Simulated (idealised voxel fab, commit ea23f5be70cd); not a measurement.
process module | voxel gate over fins
cross-section cut | 215 nm wide | cells 5 nm
A cross-section is a grid of square cells, given in bands from the top down. A band is one or more rows of cells.
Each band's line starts with the height of the band's top and of its bottom, in nm. Then come its materials from left to right, each with its width in nm. One material with "throughout" fills the band from edge to edge. "air" is empty space.
Height 0 is the level under which the wafer as received is all one material. The lowest band goes on downwards, as in "0 down".
A width such as "30 to 40" changes by the same amount from each row of cells to the next, from the band's top row to its bottom row.
"no change" after a step means that no cell of the cross-section changed.
closed voids: empty space of 8 cells or more with no open way to the top, each as width x height at its distance from the left edge, in nm
after a step's settings: what the simulator itself notes on the step
overlay nm, on a step with a mask: how far to the right of its planned place the mask lay; to the left if negative
Each pair below shows a cross-section before one step and the cross-section after it, down to the lowest band that changed. The line under each pair gives the step between them, with its settings. The pairs can come from different runs of this module on the same starting wafer, so a pair continues from the pair above only where its "before" says so.
before
  0 down: Si throughout
  closed voids: none
after
  10 to 0: SiN throughout
  below 0: unchanged
  closed voids: none
the step between: op CONFORMAL_DEP | material SiN | thk nm 10
before: the cross-section after the pair above
after
  10 to 0: air 80 | SiN 15 | air 25 | SiN 15 | air 80
  below 0: unchanged
  closed voids: none
the step between: op MASKED_ETCH | tone cover | mask id FINS | width nm 15 | pitch nm 40 | etch materials SiN | depth nm 10 | overlay nm 0
before: the cross-section after the pair above
after
  10 to 0: air 80 | SiN 15 | air 25 | SiN 15 | air 80
  0 to -35: air 80 | Si 15 | air 25 | Si 15 | air 80
  below -35: unchanged
  closed voids: none
the step between: op MASKED_ETCH | tone cover | mask id FINS | width nm 15 | pitch nm 40 | etch materials Si | depth nm 35 | overlay nm 0
before: the cross-section after the pair above
after
  10 to 0: air 80 | SiN 15 | air 25 | SiN 15 | air 80
  0 to -35: air 80 | SiO2 5 | Si 5 | SiO2 5 | air 25 | SiO2 5 | Si 5 | SiO2 5 | air 80
  -35 to -40: SiO2 85 | Si 5 | SiO2 35 | Si 5 | SiO2 85
  below -40: unchanged
  closed voids: none
the step between: op OXIDIZE | depth nm 5
before: the cross-section after the pair above
after
  15 to 10: SiO2 throughout
  10 to 0: SiO2 80 | SiN 15 | SiO2 25 | SiN 15 | SiO2 80
  0 to -40: SiO2 85 | Si 5 | SiO2 35 | Si 5 | SiO2 85
  below -40: unchanged
  closed voids: none
the step between: op FILL_DEP | material SiO2 | thk nm 5
before: the cross-section after the pair above
after
  10 to 0: SiO2 80 | SiN 15 | SiO2 25 | SiN 15 | SiO2 80
  below 0: unchanged
  closed voids: none
the step between: op CMP | height nm 10
before: the cross-section after the pair above
after
  10 to 0: air 80 | SiN 15 | air 25 | SiN 15 | air 80
  0 to -10: air 85 | Si 5 | air 35 | Si 5 | air 85
  below -10: unchanged
  closed voids: none
the step between: op SELECTIVE_ETCH | etch materials SiO2 | depth nm 20
before: the cross-section after the pair above
after
  0 to -10: air 85 | Si 5 | air 35 | Si 5 | air 85
  below -10: unchanged
  closed voids: none
the step between: op STRIP | etch materials SiN
before: the cross-section after the pair above
after
  5 to 0: air 80 | HfO2 15 | air 25 | HfO2 15 | air 80
  0 to -5: air 80 | HfO2 5 | Si 5 | HfO2 5 | air 25 | HfO2 5 | Si 5 | HfO2 5 | air 80
  -5 to -10: HfO2 85 | Si 5 | HfO2 35 | Si 5 | HfO2 85
  below -10: unchanged
  closed voids: none
the step between: op CONFORMAL_DEP | material HfO2 | thk nm 5
before: the cross-section after the pair above
after
  10 to 5: air 75 | TiN 25 | air 15 | TiN 25 | air 75
  5 to 0: air 75 | TiN 5 | HfO2 15 | TiN 5 | air 15 | TiN 5 | HfO2 15 | TiN 5 | air 75
  0 to -5: TiN 80 | HfO2 5 | Si 5 | HfO2 5 | TiN 25 | HfO2 5 | Si 5 | HfO2 5 | TiN 80
  below -5: unchanged
  closed voids: none
the step between: op CONFORMAL_DEP | material TiN | thk nm 5
before: the cross-section after the pair above
after
  15 to 10: air 70 | TiAl 35 | air 5 | TiAl 35 | air 70
  10 to 5: air 70 | TiAl 5 | TiN 25 | TiAl 5 | air 5 | TiAl 5 | TiN 25 | TiAl 5 | air 70
  5 to 0: TiAl 75 | TiN 5 | HfO2 15 | TiN 5 | TiAl 15 | TiN 5 | HfO2 15 | TiN 5 | TiAl 75
  below 0: unchanged
  closed voids: none
the step between: op CONFORMAL_DEP | material TiAl | thk nm 5
before: the cross-section after the pair above
after
  20 to 15: air 65 | TiN 85 | air 65
  15 to 10: air 65 | TiN 5 | TiAl 35 | TiN 5 | TiAl 35 | TiN 5 | air 65
  10 to 5: TiN 70 | TiAl 5 | TiN 25 | TiAl 5 | TiN 5 | TiAl 5 | TiN 25 | TiAl 5 | TiN 70
  below 5: unchanged
  closed voids: none
the step between: op CONFORMAL_DEP | material TiN | thk nm 5
before: the cross-section after the pair above
after
  30 to 20: W throughout
  20 to 15: W 65 | TiN 85 | W 65
  15 to 10: W 65 | TiN 5 | TiAl 35 | TiN 5 | TiAl 35 | TiN 5 | W 65
  below 10: unchanged
  closed voids: none
the step between: op FILL_DEP | material W | thk nm 10
before: the cross-section after the pair above
after
  25 to 20: W throughout
  below 20: unchanged
  closed voids: none
the step between: op CMP | height nm 25
before: the cross-section after the pair above
after
  35 to 25: SiCN throughout
  below 25: unchanged
  closed voids: none
the step between: op CONFORMAL_DEP | material SiCN | thk nm 10
before
  0 to -10: air 85 | Si 5 | air 35 | Si 5 | air 85
  -10 to -40: SiO2 85 | Si 5 | SiO2 35 | Si 5 | SiO2 85
  -40 down: Si throughout
  closed voids: none
after
  5 to 0: air 80 | TiN 15 | air 25 | TiN 15 | air 80
  0 to -5: air 80 | TiN 5 | Si 5 | TiN 5 | air 25 | TiN 5 | Si 5 | TiN 5 | air 80
  -5 to -10: TiN 85 | Si 5 | TiN 35 | Si 5 | TiN 85
  below -10: unchanged
  closed voids: none
the step between: op CONFORMAL_DEP | material TiN | thk nm 5
before: the cross-section after the pair above
after
  10 to 5: air 75 | TiAl 25 | air 15 | TiAl 25 | air 75
  5 to 0: air 75 | TiAl 5 | TiN 15 | TiAl 5 | air 15 | TiAl 5 | TiN 15 | TiAl 5 | air 75
  0 to -5: TiAl 80 | TiN 5 | Si 5 | TiN 5 | TiAl 25 | TiN 5 | Si 5 | TiN 5 | TiAl 80
  below -5: unchanged
  closed voids: none
the step between: op CONFORMAL_DEP | material TiAl | thk nm 5
before: the cross-section after the pair above
after
  15 to 10: air 70 | TiN 35 | air 5 | TiN 35 | air 70
  10 to 5: air 70 | TiN 5 | TiAl 25 | TiN 5 | air 5 | TiN 5 | TiAl 25 | TiN 5 | air 70
  5 to 0: TiN 75 | TiAl 5 | TiN 15 | TiAl 5 | TiN 15 | TiAl 5 | TiN 15 | TiAl 5 | TiN 75
  below 0: unchanged
  closed voids: none
the step between: op CONFORMAL_DEP | material TiN | thk nm 5
before: the cross-section after the pair above
after
  25 to 15: W throughout
  15 to 10: W 70 | TiN 35 | W 5 | TiN 35 | W 70
  10 to 5: W 70 | TiN 5 | TiAl 25 | TiN 5 | W 5 | TiN 5 | TiAl 25 | TiN 5 | W 70
  below 5: unchanged
  closed voids: none
the step between: op FILL_DEP | material W | thk nm 10
before: the cross-section after the pair above
after
  35 to 25: SiCN throughout
  below 25: unchanged
  closed voids: none
the step between: op CONFORMAL_DEP | material SiCN | thk nm 10
before
  10 to 0: air 80 | SiN 15 | air 25 | SiN 15 | air 80
  0 to -35: air 80 | Si 15 | air 25 | Si 15 | air 80
  -35 down: Si throughout
  closed voids: none
after
  10 to 0: air 80 | SiN 15 | air 25 | SiN 15 | air 80
  0 to -70: air 80 | Si 15 | air 25 | Si 15 | air 80
  below -70: unchanged
  closed voids: none
the step between: op MASKED_ETCH | tone cover | mask id FINS | width nm 15 | pitch nm 40 | etch materials Si | depth nm 35 | overlay nm 0
before: the cross-section after the pair above
after
  10 to 0: air 80 | SiN 15 | air 25 | SiN 15 | air 80
  0 to -70: air 80 | SiO2 5 | Si 5 | SiO2 5 | air 25 | SiO2 5 | Si 5 | SiO2 5 | air 80
  -70 to -75: SiO2 85 | Si 5 | SiO2 35 | Si 5 | SiO2 85
  below -75: unchanged
  closed voids: none
the step between: op OXIDIZE | depth nm 5
before: the cross-section after the pair above
after
  15 to 10: SiO2 throughout
  10 to 0: SiO2 80 | SiN 15 | SiO2 25 | SiN 15 | SiO2 80
  0 to -75: SiO2 85 | Si 5 | SiO2 35 | Si 5 | SiO2 85
  below -75: unchanged
  closed voids: none
the step between: op FILL_DEP | material SiO2 | thk nm 5
before: the cross-section after the pair above
after
  10 to 0: SiO2 80 | SiN 15 | SiO2 25 | SiN 15 | SiO2 80
  below 0: unchanged
  closed voids: none
the step between: op CMP | height nm 10
before: the cross-section after the pair above
after
  10 to 0: air 80 | SiN 15 | air 25 | SiN 15 | air 80
  0 to -10: air 85 | Si 5 | air 35 | Si 5 | air 85
  below -10: unchanged
  closed voids: none
the step between: op SELECTIVE_ETCH | etch materials SiO2 | depth nm 20
before: the cross-section after the pair above
after
  0 to -10: air 85 | Si 5 | air 35 | Si 5 | air 85
  below -10: unchanged
  closed voids: none
the step between: op STRIP | etch materials SiN
before: the cross-section after the pair above
after
  5 to 0: air 80 | HfO2 15 | air 25 | HfO2 15 | air 80
  0 to -5: air 80 | HfO2 5 | Si 5 | HfO2 5 | air 25 | HfO2 5 | Si 5 | HfO2 5 | air 80
  -5 to -10: HfO2 85 | Si 5 | HfO2 35 | Si 5 | HfO2 85
  below -10: unchanged
  closed voids: none
the step between: op CONFORMAL_DEP | material HfO2 | thk nm 5
before: the cross-section after the pair above
after
  10 to 5: air 75 | TiN 25 | air 15 | TiN 25 | air 75
  5 to 0: air 75 | TiN 5 | HfO2 15 | TiN 5 | air 15 | TiN 5 | HfO2 15 | TiN 5 | air 75
  0 to -5: TiN 80 | HfO2 5 | Si 5 | HfO2 5 | TiN 25 | HfO2 5 | Si 5 | HfO2 5 | TiN 80
  below -5: unchanged
  closed voids: none
the step between: op CONFORMAL_DEP | material TiN | thk nm 5
before: the cross-section after the pair above
after
  15 to 10: air 70 | TiAl 35 | air 5 | TiAl 35 | air 70
  10 to 5: air 70 | TiAl 5 | TiN 25 | TiAl 5 | air 5 | TiAl 5 | TiN 25 | TiAl 5 | air 70
  5 to 0: TiAl 75 | TiN 5 | HfO2 15 | TiN 5 | TiAl 15 | TiN 5 | HfO2 15 | TiN 5 | TiAl 75
  below 0: unchanged
  closed voids: none
the step between: op CONFORMAL_DEP | material TiAl | thk nm 5
before: the cross-section after the pair above
after
  20 to 15: air 65 | TiN 85 | air 65
  15 to 10: air 65 | TiN 5 | TiAl 35 | TiN 5 | TiAl 35 | TiN 5 | air 65
  10 to 5: TiN 70 | TiAl 5 | TiN 25 | TiAl 5 | TiN 5 | TiAl 5 | TiN 25 | TiAl 5 | TiN 70
  below 5: unchanged
  closed voids: none
the step between: op CONFORMAL_DEP | material TiN | thk nm 5
before: the cross-section after the pair above
after
  30 to 20: W throughout
  20 to 15: W 65 | TiN 85 | W 65
  15 to 10: W 65 | TiN 5 | TiAl 35 | TiN 5 | TiAl 35 | TiN 5 | W 65
  below 10: unchanged
  closed voids: none
the step between: op FILL_DEP | material W | thk nm 10
before: the cross-section after the pair above
after
  25 to 20: W throughout
  below 20: unchanged
  closed voids: none
the step between: op CMP | height nm 25
before: the cross-section after the pair above
after
  35 to 25: SiCN throughout
  below 25: unchanged
  closed voids: none
the step between: op CONFORMAL_DEP | material SiCN | thk nm 10
before
  10 to 0: SiO2 80 | SiN 15 | SiO2 25 | SiN 15 | SiO2 80
  0 to -40: SiO2 85 | Si 5 | SiO2 35 | Si 5 | SiO2 85
  -40 down: Si throughout
  closed voids: none
after
  10 to 0: SiO2 80 | air 15 | SiO2 25 | air 15 | SiO2 80
  below 0: unchanged
  closed voids: none
the step between: op STRIP | etch materials SiN
before: the cross-section after the pair above
after
  0 to -10: air 85 | Si 5 | air 35 | Si 5 | air 85
  -10 to -20: SiO2 60 | air 25 | Si 5 | air 35 | Si 5 | air 25 | SiO2 60
  below -20: unchanged
  closed voids: none
the step between: op SELECTIVE_ETCH | etch materials SiO2 | depth nm 20
before: the cross-section after the pair above
after
  5 to 0: air 80 | HfO2 15 | air 25 | HfO2 15 | air 80
  0 to -5: air 80 | HfO2 5 | Si 5 | HfO2 5 | air 25 | HfO2 5 | Si 5 | HfO2 5 | air 80
  -5 to -10: HfO2 65 | air 15 | HfO2 5 | Si 5 | HfO2 5 | air 25 | HfO2 5 | Si 5 | HfO2 5 | air 15 | HfO2 65
  -10 to -15: SiO2 60 | HfO2 5 | air 15 | HfO2 5 | Si 5 | HfO2 5 | air 25 | HfO2 5 | Si 5 | HfO2 5 | air 15 | HfO2 5 | SiO2 60
  -15 to -20: SiO2 60 | HfO2 25 | Si 5 | HfO2 35 | Si 5 | HfO2 25 | SiO2 60
  below -20: unchanged
  closed voids: none
the step between: op CONFORMAL_DEP | material HfO2 | thk nm 5
before: the cross-section after the pair above
after
  10 to 5: air 75 | TiN 25 | air 15 | TiN 25 | air 75
  5 to 0: air 75 | TiN 5 | HfO2 15 | TiN 5 | air 15 | TiN 5 | HfO2 15 | TiN 5 | air 75
  0 to -5: TiN 70 | air 5 | TiN 5 | HfO2 5 | Si 5 | HfO2 5 | TiN 5 | air 15 | TiN 5 | HfO2 5 | Si 5 | HfO2 5 | TiN 5 | air 5 | TiN 70
  -5 to -10: HfO2 65 | TiN 5 | air 5 | TiN 5 | HfO2 5 | Si 5 | HfO2 5 | TiN 5 | air 15 | TiN 5 | HfO2 5 | Si 5 | HfO2 5 | TiN 5 | air 5 | TiN 5 | HfO2 65
  -10 to -15: SiO2 60 | HfO2 5 | TiN 15 | HfO2 5 | Si 5 | HfO2 5 | TiN 25 | HfO2 5 | Si 5 | HfO2 5 | TiN 15 | HfO2 5 | SiO2 60
  below -15: unchanged
  closed voids: none
the step between: op CONFORMAL_DEP | material TiN | thk nm 5
before: the cross-section after the pair above
after
  15 to 10: air 70 | TiAl 35 | air 5 | TiAl 35 | air 70
  10 to 5: air 70 | TiAl 5 | TiN 25 | TiAl 5 | air 5 | TiAl 5 | TiN 25 | TiAl 5 | air 70
  5 to 0: TiAl 75 | TiN 5 | HfO2 15 | TiN 5 | TiAl 5 | air 5 | TiAl 5 | TiN 5 | HfO2 15 | TiN 5 | TiAl 75
  0 to -5: TiN 70 | TiAl 5 | TiN 5 | HfO2 5 | Si 5 | HfO2 5 | TiN 5 | TiAl 5 | air 5 | TiAl 5 | TiN 5 | HfO2 5 | Si 5 | HfO2 5 | TiN 5 | TiAl 5 | TiN 70
  -5 to -10: HfO2 65 | TiN 5 | TiAl 5 | TiN 5 | HfO2 5 | Si 5 | HfO2 5 | TiN 5 | TiAl 15 | TiN 5 | HfO2 5 | Si 5 | HfO2 5 | TiN 5 | TiAl 5 | TiN 5 | HfO2 65
  below -10: unchanged
  closed voids: none
the step between: op CONFORMAL_DEP | material TiAl | thk nm 5
before: the cross-section after the pair above
after
  20 to 15: air 65 | TiN 85 | air 65
  15 to 10: air 65 | TiN 5 | TiAl 35 | TiN 5 | TiAl 35 | TiN 5 | air 65
  10 to 5: TiN 70 | TiAl 5 | TiN 25 | TiAl 5 | TiN 5 | TiAl 5 | TiN 25 | TiAl 5 | TiN 70
  5 to 0: TiAl 75 | TiN 5 | HfO2 15 | TiN 5 | TiAl 5 | TiN 5 | TiAl 5 | TiN 5 | HfO2 15 | TiN 5 | TiAl 75
  0 to -5: TiN 70 | TiAl 5 | TiN 5 | HfO2 5 | Si 5 | HfO2 5 | TiN 5 | TiAl 5 | TiN 5 | TiAl 5 | TiN 5 | HfO2 5 | Si 5 | HfO2 5 | TiN 5 | TiAl 5 | TiN 70
  below -5: unchanged
  closed voids: none
the step between: op CONFORMAL_DEP | material TiN | thk nm 5
before: the cross-section after the pair above
after
  30 to 20: W throughout
  20 to 15: W 65 | TiN 85 | W 65
  15 to 10: W 65 | TiN 5 | TiAl 35 | TiN 5 | TiAl 35 | TiN 5 | W 65
  below 10: unchanged
  closed voids: none
the step between: op FILL_DEP | material W | thk nm 10
before: the cross-section after the pair above
after
  25 to 20: W throughout
  below 20: unchanged
  closed voids: none
the step between: op CMP | height nm 25
before: the cross-section after the pair above
after
  35 to 25: SiCN throughout
  below 25: unchanged
  closed voids: none
the step between: op CONFORMAL_DEP | material SiCN | thk nm 10
before
  25 to 20: W throughout
  20 to 15: W 65 | TiN 85 | W 65
  15 to 10: W 65 | TiN 5 | TiAl 35 | TiN 5 | TiAl 35 | TiN 5 | W 65
  10 to 5: TiN 70 | TiAl 5 | TiN 25 | TiAl 5 | TiN 5 | TiAl 5 | TiN 25 | TiAl 5 | TiN 70
  5 to 0: TiAl 75 | TiN 5 | HfO2 15 | TiN 5 | TiAl 15 | TiN 5 | HfO2 15 | TiN 5 | TiAl 75
  0 to -5: TiN 80 | HfO2 5 | Si 5 | HfO2 5 | TiN 25 | HfO2 5 | Si 5 | HfO2 5 | TiN 80
  -5 to -10: HfO2 85 | Si 5 | HfO2 35 | Si 5 | HfO2 85
  -10 to -40: SiO2 85 | Si 5 | SiO2 35 | Si 5 | SiO2 85
  -40 down: Si throughout
  closed voids: none
after
  40 to 25: SiCN throughout
  below 25: unchanged
  closed voids: none
the step between: op CONFORMAL_DEP | material SiCN | thk nm 15
before
  10 to 0: SiN throughout
  0 down: Si throughout
  closed voids: none
after
  10 to 0: air 80 | SiN 20 | air 20 | SiN 20 | air 75
  below 0: unchanged
  closed voids: none
the step between: op MASKED_ETCH | tone cover | mask id FINS | width nm 20 | pitch nm 40 | etch materials SiN | depth nm 10 | overlay nm 0
before: the cross-section after the pair above
after
  10 to 0: air 80 | SiN 20 | air 20 | SiN 20 | air 75
  0 to -35: air 80 | Si 20 | air 20 | Si 20 | air 75
  below -35: unchanged
  closed voids: none
the step between: op MASKED_ETCH | tone cover | mask id FINS | width nm 15 | pitch nm 40 | etch materials Si | depth nm 35 | overlay nm 0
before: the cross-section after the pair above
after
  10 to 0: air 80 | SiN 20 | air 20 | SiN 20 | air 75
  0 to -35: air 80 | SiO2 5 | Si 10 | SiO2 5 | air 20 | SiO2 5 | Si 10 | SiO2 5 | air 75
  -35 to -40: SiO2 85 | Si 10 | SiO2 30 | Si 10 | SiO2 80
  below -40: unchanged
  closed voids: none
the step between: op OXIDIZE | depth nm 5
before: the cross-section after the pair above
after
  15 to 10: SiO2 throughout
  10 to 0: SiO2 80 | SiN 20 | SiO2 20 | SiN 20 | SiO2 75
  0 to -40: SiO2 85 | Si 10 | SiO2 30 | Si 10 | SiO2 80
  below -40: unchanged
  closed voids: none
the step between: op FILL_DEP | material SiO2 | thk nm 5
before: the cross-section after the pair above
after
  10 to 0: SiO2 80 | SiN 20 | SiO2 20 | SiN 20 | SiO2 75
  below 0: unchanged
  closed voids: none
the step between: op CMP | height nm 10
before: the cross-section after the pair above
after
  10 to 0: air 80 | SiN 20 | air 20 | SiN 20 | air 75
  0 to -10: air 85 | Si 10 | air 30 | Si 10 | air 80
  below -10: unchanged
  closed voids: none
the step between: op SELECTIVE_ETCH | etch materials SiO2 | depth nm 20
before: the cross-section after the pair above
after
  0 to -10: air 85 | Si 10 | air 30 | Si 10 | air 80
  below -10: unchanged
  closed voids: none
the step between: op STRIP | etch materials SiN
before: the cross-section after the pair above
after
  5 to 0: air 80 | HfO2 20 | air 20 | HfO2 20 | air 75
  0 to -5: air 80 | HfO2 5 | Si 10 | HfO2 5 | air 20 | HfO2 5 | Si 10 | HfO2 5 | air 75
  -5 to -10: HfO2 85 | Si 10 | HfO2 30 | Si 10 | HfO2 80
  below -10: unchanged
  closed voids: none
the step between: op CONFORMAL_DEP | material HfO2 | thk nm 5
before: the cross-section after the pair above
after
  10 to 5: air 75 | TiN 30 | air 10 | TiN 30 | air 70
  5 to 0: air 75 | TiN 5 | HfO2 20 | TiN 5 | air 10 | TiN 5 | HfO2 20 | TiN 5 | air 70
  0 to -5: TiN 80 | HfO2 5 | Si 10 | HfO2 5 | TiN 20 | HfO2 5 | Si 10 | HfO2 5 | TiN 75
  below -5: unchanged
  closed voids: none
the step between: op CONFORMAL_DEP | material TiN | thk nm 5
before: the cross-section after the pair above
after
  15 to 10: air 70 | TiAl 80 | air 65
  10 to 5: air 70 | TiAl 5 | TiN 30 | TiAl 10 | TiN 30 | TiAl 5 | air 65
  5 to 0: TiAl 75 | TiN 5 | HfO2 20 | TiN 5 | TiAl 10 | TiN 5 | HfO2 20 | TiN 5 | TiAl 70
  below 0: unchanged
  closed voids: none
the step between: op CONFORMAL_DEP | material TiAl | thk nm 5
before: the cross-section after the pair above
after
  20 to 15: air 65 | TiN 90 | air 60
  15 to 10: air 65 | TiN 5 | TiAl 80 | TiN 5 | air 60
  10 to 5: TiN 70 | TiAl 5 | TiN 30 | TiAl 10 | TiN 30 | TiAl 5 | TiN 65
  below 5: unchanged
  closed voids: none
the step between: op CONFORMAL_DEP | material TiN | thk nm 5
before: the cross-section after the pair above
after
  30 to 20: W throughout
  20 to 15: W 65 | TiN 90 | W 60
  15 to 10: W 65 | TiN 5 | TiAl 80 | TiN 5 | W 60
  below 10: unchanged
  closed voids: none
the step between: op FILL_DEP | material W | thk nm 10
before: the cross-section after the pair above
after
  25 to 20: W throughout
  below 20: unchanged
  closed voids: none
the step between: op CMP | height nm 25
before: the cross-section after the pair above
after
  35 to 25: SiCN throughout
  below 25: unchanged
  closed voids: none
the step between: op CONFORMAL_DEP | material SiCN | thk nm 10
before
  10 to 0: SiN throughout
  0 down: Si throughout
  closed voids: none
after
  10 to 0: air 85 | SiN 15 | air 25 | SiN 15 | air 75
  below 0: unchanged
  closed voids: none
the step between: op MASKED_ETCH | tone cover | mask id FINS | width nm 15 | pitch nm 40 | etch materials SiN | depth nm 10 | overlay nm 5
before: the cross-section after the pair above
after
  10 to 0: air 85 | SiN 15 | air 25 | SiN 15 | air 75
  0 to -35: air 80 | Si 20 | air 20 | Si 20 | air 75
  below -35: unchanged
  closed voids: none
the step between: op MASKED_ETCH | tone cover | mask id FINS | width nm 15 | pitch nm 40 | etch materials Si | depth nm 35 | overlay nm 0
before: the cross-section after the pair above
after
  10 to 0: air 85 | SiN 15 | air 25 | SiN 15 | air 75
  0 to -5: air 80 | SiO2 10 | Si 5 | SiO2 5 | air 20 | SiO2 10 | Si 5 | SiO2 5 | air 75
  -5 to -35: air 80 | SiO2 5 | Si 10 | SiO2 5 | air 20 | SiO2 5 | Si 10 | SiO2 5 | air 75
  -35 to -40: SiO2 85 | Si 10 | SiO2 30 | Si 10 | SiO2 80
  below -40: unchanged
  closed voids: none
the step between: op OXIDIZE | depth nm 5
before: the cross-section after the pair above
after
  15 to 10: SiO2 throughout
  10 to 0: SiO2 85 | SiN 15 | SiO2 25 | SiN 15 | SiO2 75
  0 to -5: SiO2 90 | Si 5 | SiO2 35 | Si 5 | SiO2 80
  -5 to -40: SiO2 85 | Si 10 | SiO2 30 | Si 10 | SiO2 80
  below -40: unchanged
  closed voids: none
the step between: op FILL_DEP | material SiO2 | thk nm 5
before: the cross-section after the pair above
after
  10 to 0: SiO2 85 | SiN 15 | SiO2 25 | SiN 15 | SiO2 75
  below 0: unchanged
  closed voids: none
the step between: op CMP | height nm 10
before: the cross-section after the pair above
after
  10 to 0: air 85 | SiN 15 | air 25 | SiN 15 | air 75
  0 to -10: air 90 to 85 | Si 5 to 10 | air 35 to 30 | Si 5 to 10 | air 80
  below -10: unchanged
  closed voids: none
the step between: op SELECTIVE_ETCH | etch materials SiO2 | depth nm 20
before: the cross-section after the pair above
after
  0 to -10: air 90 to 85 | Si 5 to 10 | air 35 to 30 | Si 5 to 10 | air 80
  below -10: unchanged
  closed voids: none
the step between: op STRIP | etch materials SiN
before: the cross-section after the pair above
after
  5 to 0: air 85 | HfO2 15 | air 25 | HfO2 15 | air 75
  0 to -5: air 80 | HfO2 10 | Si 5 | HfO2 5 | air 20 | HfO2 10 | Si 5 | HfO2 5 | air 75
  -5 to -10: HfO2 85 | Si 10 | HfO2 30 | Si 10 | HfO2 80
  below -10: unchanged
  closed voids: none
the step between: op CONFORMAL_DEP | material HfO2 | thk nm 5
before: the cross-section after the pair above
after
  10 to 5: air 80 | TiN 25 | air 15 | TiN 25 | air 70
  5 to 0: air 75 | TiN 10 | HfO2 15 | TiN 5 | air 10 | TiN 10 | HfO2 15 | TiN 5 | air 70
  0 to -5: TiN 80 | HfO2 10 | Si 5 | HfO2 5 | TiN 20 | HfO2 10 | Si 5 | HfO2 5 | TiN 75
  below -5: unchanged
  closed voids: none
the step between: op CONFORMAL_DEP | material TiN | thk nm 5
before: the cross-section after the pair above
after
  15 to 10: air 75 | TiAl 35 | air 5 | TiAl 35 | air 65
  10 to 5: air 70 | TiAl 10 | TiN 25 | TiAl 15 | TiN 25 | TiAl 5 | air 65
  5 to 0: TiAl 75 | TiN 10 | HfO2 15 | TiN 5 | TiAl 10 | TiN 10 | HfO2 15 | TiN 5 | TiAl 70
  below 0: unchanged
  closed voids: none
the step between: op CONFORMAL_DEP | material TiAl | thk nm 5
before: the cross-section after the pair above
after
  20 to 15: air 70 | TiN 85 | air 60
  15 to 10: air 65 | TiN 10 | TiAl 35 | TiN 5 | TiAl 35 | TiN 5 | air 60
  10 to 5: TiN 70 | TiAl 10 | TiN 25 | TiAl 15 | TiN 25 | TiAl 5 | TiN 65
  below 5: unchanged
  closed voids: none
the step between: op CONFORMAL_DEP | material TiN | thk nm 5
before: the cross-section after the pair above
after
  30 to 20: W throughout
  20 to 15: W 70 | TiN 85 | W 60
  15 to 10: W 65 | TiN 10 | TiAl 35 | TiN 5 | TiAl 35 | TiN 5 | W 60
  below 10: unchanged
  closed voids: none
the step between: op FILL_DEP | material W | thk nm 10
before: the cross-section after the pair above
after
  25 to 20: W throughout
  below 20: unchanged
  closed voids: none
the step between: op CMP | height nm 25
before: the cross-section after the pair above
after
  35 to 25: SiCN throughout
  below 25: unchanged
  closed voids: none
the step between: op CONFORMAL_DEP | material SiCN | thk nm 10
before
  5 to 0: air 80 | HfO2 15 | air 25 | HfO2 15 | air 80
  0 to -5: air 80 | HfO2 5 | Si 5 | HfO2 5 | air 25 | HfO2 5 | Si 5 | HfO2 5 | air 80
  -5 to -10: HfO2 85 | Si 5 | HfO2 35 | Si 5 | HfO2 85
  -10 to -40: SiO2 85 | Si 5 | SiO2 35 | Si 5 | SiO2 85
  -40 down: Si throughout
  closed voids: none
after
  10 to 0: air 75 | HfO2 25 | air 15 | HfO2 25 | air 75
  0 to -10: HfO2 85 | Si 5 | HfO2 35 | Si 5 | HfO2 85
  below -10: unchanged
  closed voids: none
the step between: op CONFORMAL_DEP | material HfO2 | thk nm 5
before: the cross-section after the pair above
after
  15 to 10: air 70 | TiAl 35 | air 5 | TiAl 35 | air 70
  10 to 5: air 70 | TiAl 5 | HfO2 25 | TiAl 5 | air 5 | TiAl 5 | HfO2 25 | TiAl 5 | air 70
  5 to 0: TiAl 75 | HfO2 25 | TiAl 15 | HfO2 25 | TiAl 75
  below 0: unchanged
  closed voids: none
the step between: op CONFORMAL_DEP | material TiAl | thk nm 5
before: the cross-section after the pair above
after
  20 to 15: air 65 | TiN 85 | air 65
  15 to 10: air 65 | TiN 5 | TiAl 35 | TiN 5 | TiAl 35 | TiN 5 | air 65
  10 to 5: TiN 70 | TiAl 5 | HfO2 25 | TiAl 5 | TiN 5 | TiAl 5 | HfO2 25 | TiAl 5 | TiN 70
  below 5: unchanged
  closed voids: none
the step between: op CONFORMAL_DEP | material TiN | thk nm 5
before: the cross-section after the pair above
after
  30 to 20: W throughout
  20 to 15: W 65 | TiN 85 | W 65
  15 to 10: W 65 | TiN 5 | TiAl 35 | TiN 5 | TiAl 35 | TiN 5 | W 65
  below 10: unchanged
  closed voids: none
the step between: op FILL_DEP | material W | thk nm 10
before: the cross-section after the pair above
after
  25 to 20: W throughout
  below 20: unchanged
  closed voids: none
the step between: op CMP | height nm 25
before: the cross-section after the pair above
after
  35 to 25: SiCN throughout
  below 25: unchanged
  closed voids: none
the step between: op CONFORMAL_DEP | material SiCN | thk nm 10
before
  10 to 0: SiN throughout
  0 down: Si throughout
  closed voids: none
after
  10 to 0: SiN 80 | air 15 | SiN 25 | air 15 | SiN 80
  below 0: unchanged
  closed voids: none
the step between: op MASKED_ETCH | tone open | mask id FINS | width nm 15 | pitch nm 40 | etch materials SiN | depth nm 10 | overlay nm 0
before: the cross-section after the pair above
after
  10 to 0: SiN 80 | air 15 | SiN 25 | air 15 | SiN 80
  0 to -5: Si 75 | SiO2 25 | Si 15 | SiO2 25 | Si 75
  below -5: unchanged
  closed voids: none
the step between: op OXIDIZE | depth nm 5
before: the cross-section after the pair above
after
  15 to 10: SiO2 throughout
  10 to 0: SiN 80 | SiO2 15 | SiN 25 | SiO2 15 | SiN 80
  below 0: unchanged
  closed voids: none
the step between: op FILL_DEP | material SiO2 | thk nm 5
before: the cross-section after the pair above
after
  10 to 0: SiN 80 | SiO2 15 | SiN 25 | SiO2 15 | SiN 80
  below 0: unchanged
  closed voids: none
the step between: op CMP | height nm 10
before: the cross-section after the pair above
after
  10 to 0: SiN 80 | air 15 | SiN 25 | air 15 | SiN 80
  0 to -5: Si 75 | air 25 | Si 15 | air 25 | Si 75
  below -5: unchanged
  closed voids: none
the step between: op SELECTIVE_ETCH | etch materials SiO2 | depth nm 20
before: the cross-section after the pair above
after
  0 to -5: Si 75 | air 25 | Si 15 | air 25 | Si 75
  below -5: unchanged
  closed voids: none
the step between: op STRIP | etch materials SiN
before: the cross-section after the pair above
after
  5 to 0: HfO2 80 | air 15 | HfO2 25 | air 15 | HfO2 80
  0 to -5: Si 75 | HfO2 25 | Si 15 | HfO2 25 | Si 75
  below -5: unchanged
  closed voids: none
the step between: op CONFORMAL_DEP | material HfO2 | thk nm 5
before: the cross-section after the pair above
after
  10 to 5: TiN 85 | air 5 | TiN 35 | air 5 | TiN 85
  5 to 0: HfO2 80 | TiN 15 | HfO2 25 | TiN 15 | HfO2 80
  below 0: unchanged
  closed voids: none
the step between: op CONFORMAL_DEP | material TiN | thk nm 5
before: the cross-section after the pair above
after
  15 to 10: TiAl throughout
  10 to 5: TiN 85 | TiAl 5 | TiN 35 | TiAl 5 | TiN 85
  below 5: unchanged
  closed voids: none
the step between: op CONFORMAL_DEP | material TiAl | thk nm 5
